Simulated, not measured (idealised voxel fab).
process module | voxel gate over fins
cross-section cut | 215 nm wide | cells 5 nm
A cross-section is a grid of square cells, given in bands from the top down. A band is one or more rows of cells.
Each band's line starts with the height of the band's top and of its bottom, in nm. Then come its materials from left to right, each with its width in nm. One material with "throughout" fills the band from edge to edge. "air" is empty space.
Height 0 is the level under which the wafer as received is all one material. The lowest band goes on downwards, as in "0 down".
A width such as "30 to 40" changes by the same amount from each row of cells to the next, from the band's top row to its bottom row.
"no change" after a step means that no cell of the cross-section changed.
closed voids: empty space of 8 cells or more with no open way to the top, each as width x height at its distance from the left edge, in nm
after a step's settings: what the simulator itself notes on the step
overlay nm, on a step with a mask: how far to the right of its planned place the mask lay; to the left if negative
plan
1 op RECEIVE | material Si
2 op CONFORMAL_DEP | material SiN | thk nm 10
3 op DIRECTIONAL_DEP | material aC | thk nm 15
4 op PATTERN | tone cover | mask id FINS | material resist | width nm 15 | pitch nm 40 | thk nm 30 | overlay nm 0
5 op DIRECTIONAL_ETCH | etch materials aC | depth nm 15
6 op STRIP | etch materials resist
7 op DIRECTIONAL_ETCH | etch materials SiN | depth nm 10
8 op DIRECTIONAL_ETCH | etch materials Si | depth nm 40
9 op STRIP | etch materials aC
10 op FILL_DEP | material SiO2 | thk nm 5
11 op CMP | height nm 10
12 op SELECTIVE_ETCH | etch materials SiO2 | depth nm 25
13 op STRIP | etch materials SiN
14 op CONFORMAL_DEP | material HfO2 | thk nm 5
15 op CONFORMAL_DEP | material TiN | thk nm 5
16 op CONFORMAL_DEP | material TiAl | thk nm 5
17 op CONFORMAL_DEP | material TiN | thk nm 5
18 op FILL_DEP | material W | thk nm 15
19 op CMP | height nm 30
20 op CONFORMAL_DEP | material SiCN | thk nm 10
first wafer, as planned
as received, after step 1
  0 down: Si throughout
  closed voids: none
after step 2
  10 to 0: SiN throughout
  below 0: unchanged
after step 3
  25 to 10: aC throughout
  below 10: unchanged
after step 4
  55 to 25: air 60 | resist 15 | air 25 | resist 15 | air 25 | resist 15 | air 60
  below 25: unchanged
after step 5
  40 to 25: air 60 | resist 15 | air 25 | resist 15 | air 25 | resist 15 | air 60
  25 to 10: air 60 | aC 15 | air 25 | aC 15 | air 25 | aC 15 | air 60
  below 10: unchanged
after step 6
  25 to 10: air 60 | aC 15 | air 25 | aC 15 | air 25 | aC 15 | air 60
  below 10: unchanged
after step 7
  25 to 10: air 60 | aC 15 | air 25 | aC 15 | air 25 | aC 15 | air 60
  10 to 0: air 60 | SiN 15 | air 25 | SiN 15 | air 25 | SiN 15 | air 60
  below 0: unchanged
after step 8
  25 to 10: air 60 | aC 15 | air 25 | aC 15 | air 25 | aC 15 | air 60
  10 to 0: air 60 | SiN 15 | air 25 | SiN 15 | air 25 | SiN 15 | air 60
  0 to -40: air 60 | Si 15 | air 25 | Si 15 | air 25 | Si 15 | air 60
  below -40: unchanged
after step 9
  10 to 0: air 60 | SiN 15 | air 25 | SiN 15 | air 25 | SiN 15 | air 60
  below 0: unchanged
after step 10
  15 to 10: SiO2 throughout
  10 to 0: SiO2 60 | SiN 15 | SiO2 25 | SiN 15 | SiO2 25 | SiN 15 | SiO2 60
  0 to -40: SiO2 60 | Si 15 | SiO2 25 | Si 15 | SiO2 25 | Si 15 | SiO2 60
  below -40: unchanged
after step 11
  10 to 0: SiO2 60 | SiN 15 | SiO2 25 | SiN 15 | SiO2 25 | SiN 15 | SiO2 60
  below 0: unchanged
after step 12
  10 to 0: air 60 | SiN 15 | air 25 | SiN 15 | air 25 | SiN 15 | air 60
  0 to -15: air 60 | Si 15 | air 25 | Si 15 | air 25 | Si 15 | air 60
  below -15: unchanged
after step 13
  0 to -15: air 60 | Si 15 | air 25 | Si 15 | air 25 | Si 15 | air 60
  below -15: unchanged
after step 14
  5 to 0: air 55 | HfO2 25 | air 15 | HfO2 25 | air 15 | HfO2 25 | air 55
  0 to -10: air 55 | HfO2 5 | Si 15 | HfO2 5 | air 15 | HfO2 5 | Si 15 | HfO2 5 | air 15 | HfO2 5 | Si 15 | HfO2 5 | air 55
  -10 to -15: HfO2 60 | Si 15 | HfO2 25 | Si 15 | HfO2 25 | Si 15 | HfO2 60
  below -15: unchanged
after step 15
  10 to 5: air 50 | TiN 35 | air 5 | TiN 35 | air 5 | TiN 35 | air 50
  5 to 0: air 50 | TiN 5 | HfO2 25 | TiN 5 | air 5 | TiN 5 | HfO2 25 | TiN 5 | air 5 | TiN 5 | HfO2 25 | TiN 5 | air 50
  0 to -5: air 50 | TiN 5 | HfO2 5 | Si 15 | HfO2 5 | TiN 5 | air 5 | TiN 5 | HfO2 5 | Si 15 | HfO2 5 | TiN 5 | air 5 | TiN 5 | HfO2 5 | Si 15 | HfO2 5 | TiN 5 | air 50
  -5 to -10: TiN 55 | HfO2 5 | Si 15 | HfO2 5 | TiN 15 | HfO2 5 | Si 15 | HfO2 5 | TiN 15 | HfO2 5 | Si 15 | HfO2 5 | TiN 55
  below -10: unchanged
after step 16
  15 to 10: air 45 | TiAl 125 | air 45
  10 to 5: air 45 | TiAl 5 | TiN 35 | TiAl 5 | TiN 35 | TiAl 5 | TiN 35 | TiAl 5 | air 45
  5 to 0: air 45 | TiAl 5 | TiN 5 | HfO2 25 | TiN 5 | TiAl 5 | TiN 5 | HfO2 25 | TiN 5 | TiAl 5 | TiN 5 | HfO2 25 | TiN 5 | TiAl 5 | air 45
  0 to -5: TiAl 50 | TiN 5 | HfO2 5 | Si 15 | HfO2 5 | TiN 5 | TiAl 5 | TiN 5 | HfO2 5 | Si 15 | HfO2 5 | TiN 5 | TiAl 5 | TiN 5 | HfO2 5 | Si 15 | HfO2 5 | TiN 5 | TiAl 50
  below -5: unchanged
after step 17
  20 to 15: air 40 | TiN 135 | air 40
  15 to 10: air 40 | TiN 5 | TiAl 125 | TiN 5 | air 40
  10 to 5: air 40 | TiN 5 | TiAl 5 | TiN 35 | TiAl 5 | TiN 35 | TiAl 5 | TiN 35 | TiAl 5 | TiN 5 | air 40
  5 to 0: TiN 45 | TiAl 5 | TiN 5 | HfO2 25 | TiN 5 | TiAl 5 | TiN 5 | HfO2 25 | TiN 5 | TiAl 5 | TiN 5 | HfO2 25 | TiN 5 | TiAl 5 | TiN 45
  below 0: unchanged
after step 18
  35 to 20: W throughout
  20 to 15: W 40 | TiN 135 | W 40
  15 to 10: W 40 | TiN 5 | TiAl 125 | TiN 5 | W 40
  10 to 5: W 40 | TiN 5 | TiAl 5 | TiN 35 | TiAl 5 | TiN 35 | TiAl 5 | TiN 35 | TiAl 5 | TiN 5 | W 40
  below 5: unchanged
after step 19
  30 to 20: W throughout
  below 20: unchanged
after step 20
  40 to 30: SiCN throughout
  below 30: unchanged
second wafer: like start, like plan, one mistake. Through step 7 it matches the first wafer
when step 8 should have ended
  25 to 10: air 60 | aC 15 | air 25 | aC 15 | air 25 | aC 15 | air 60
  10 to 0: air 60 | SiN 15 | air 25 | SiN 15 | air 25 | SiN 15 | air 60
  0 to -35: air 60 | Si 15 | air 25 | Si 15 | air 25 | Si 15 | air 60
  below -35: unchanged
when step 9 should have ended
  10 to 0: air 60 | SiN 15 | air 25 | SiN 15 | air 25 | SiN 15 | air 60
  below 0: unchanged
when step 10 should have ended
  15 to 10: SiO2 throughout
  10 to 0: SiO2 60 | SiN 15 | SiO2 25 | SiN 15 | SiO2 25 | SiN 15 | SiO2 60
  0 to -35: SiO2 60 | Si 15 | SiO2 25 | Si 15 | SiO2 25 | Si 15 | SiO2 60
  below -35: unchanged
when step 11 should have ended
  10 to 0: SiO2 60 | SiN 15 | SiO2 25 | SiN 15 | SiO2 25 | SiN 15 | SiO2 60
  below 0: unchanged
when step 12 should have ended
  10 to 0: air 60 | SiN 15 | air 25 | SiN 15 | air 25 | SiN 15 | air 60
  0 to -15: air 60 | Si 15 | air 25 | Si 15 | air 25 | Si 15 | air 60
  below -15: unchanged
when step 13 should have ended
  0 to -15: air 60 | Si 15 | air 25 | Si 15 | air 25 | Si 15 | air 60
  below -15: unchanged
when step 14 should have ended
  5 to 0: air 55 | HfO2 25 | air 15 | HfO2 25 | air 15 | HfO2 25 | air 55
  0 to -10: air 55 | HfO2 5 | Si 15 | HfO2 5 | air 15 | HfO2 5 | Si 15 | HfO2 5 | air 15 | HfO2 5 | Si 15 | HfO2 5 | air 55
  -10 to -15: HfO2 60 | Si 15 | HfO2 25 | Si 15 | HfO2 25 | Si 15 | HfO2 60
  below -15: unchanged
when step 15 should have ended
  10 to 5: air 50 | TiN 35 | air 5 | TiN 35 | air 5 | TiN 35 | air 50
  5 to 0: air 50 | TiN 5 | HfO2 25 | TiN 5 | air 5 | TiN 5 | HfO2 25 | TiN 5 | air 5 | TiN 5 | HfO2 25 | TiN 5 | air 50
  0 to -5: air 50 | TiN 5 | HfO2 5 | Si 15 | HfO2 5 | TiN 5 | air 5 | TiN 5 | HfO2 5 | Si 15 | HfO2 5 | TiN 5 | air 5 | TiN 5 | HfO2 5 | Si 15 | HfO2 5 | TiN 5 | air 50
  -5 to -10: TiN 55 | HfO2 5 | Si 15 | HfO2 5 | TiN 15 | HfO2 5 | Si 15 | HfO2 5 | TiN 15 | HfO2 5 | Si 15 | HfO2 5 | TiN 55
  below -10: unchanged
when step 16 should have ended
  15 to 10: air 45 | TiAl 125 | air 45
  10 to 5: air 45 | TiAl 5 | TiN 35 | TiAl 5 | TiN 35 | TiAl 5 | TiN 35 | TiAl 5 | air 45
  5 to 0: air 45 | TiAl 5 | TiN 5 | HfO2 25 | TiN 5 | TiAl 5 | TiN 5 | HfO2 25 | TiN 5 | TiAl 5 | TiN 5 | HfO2 25 | TiN 5 | TiAl 5 | air 45
  0 to -5: TiAl 50 | TiN 5 | HfO2 5 | Si 15 | HfO2 5 | TiN 5 | TiAl 5 | TiN 5 | HfO2 5 | Si 15 | HfO2 5 | TiN 5 | TiAl 5 | TiN 5 | HfO2 5 | Si 15 | HfO2 5 | TiN 5 | TiAl 50
  below -5: unchanged
when step 17 should have ended
  20 to 15: air 40 | TiN 135 | air 40
  15 to 10: air 40 | TiN 5 | TiAl 125 | TiN 5 | air 40
  10 to 5: air 40 | TiN 5 | TiAl 5 | TiN 35 | TiAl 5 | TiN 35 | TiAl 5 | TiN 35 | TiAl 5 | TiN 5 | air 40
  5 to 0: TiN 45 | TiAl 5 | TiN 5 | HfO2 25 | TiN 5 | TiAl 5 | TiN 5 | HfO2 25 | TiN 5 | TiAl 5 | TiN 5 | HfO2 25 | TiN 5 | TiAl 5 | TiN 45
  below 0: unchanged
when step 18 should have ended
  35 to 20: W throughout
  20 to 15: W 40 | TiN 135 | W 40
  15 to 10: W 40 | TiN 5 | TiAl 125 | TiN 5 | W 40
  10 to 5: W 40 | TiN 5 | TiAl 5 | TiN 35 | TiAl 5 | TiN 35 | TiAl 5 | TiN 35 | TiAl 5 | TiN 5 | W 40
  below 5: unchanged
when step 19 should have ended
  30 to 20: W throughout
  below 20: unchanged
when step 20 should have ended
  40 to 30: SiCN throughout
  below 30: unchanged
what went wrong: step 8 ran as: op DIRECTIONAL_ETCH | etch materials Si | depth nm 35
at the end the second wafer has, in cells: 34 more of Si | 34 fewer of SiO2
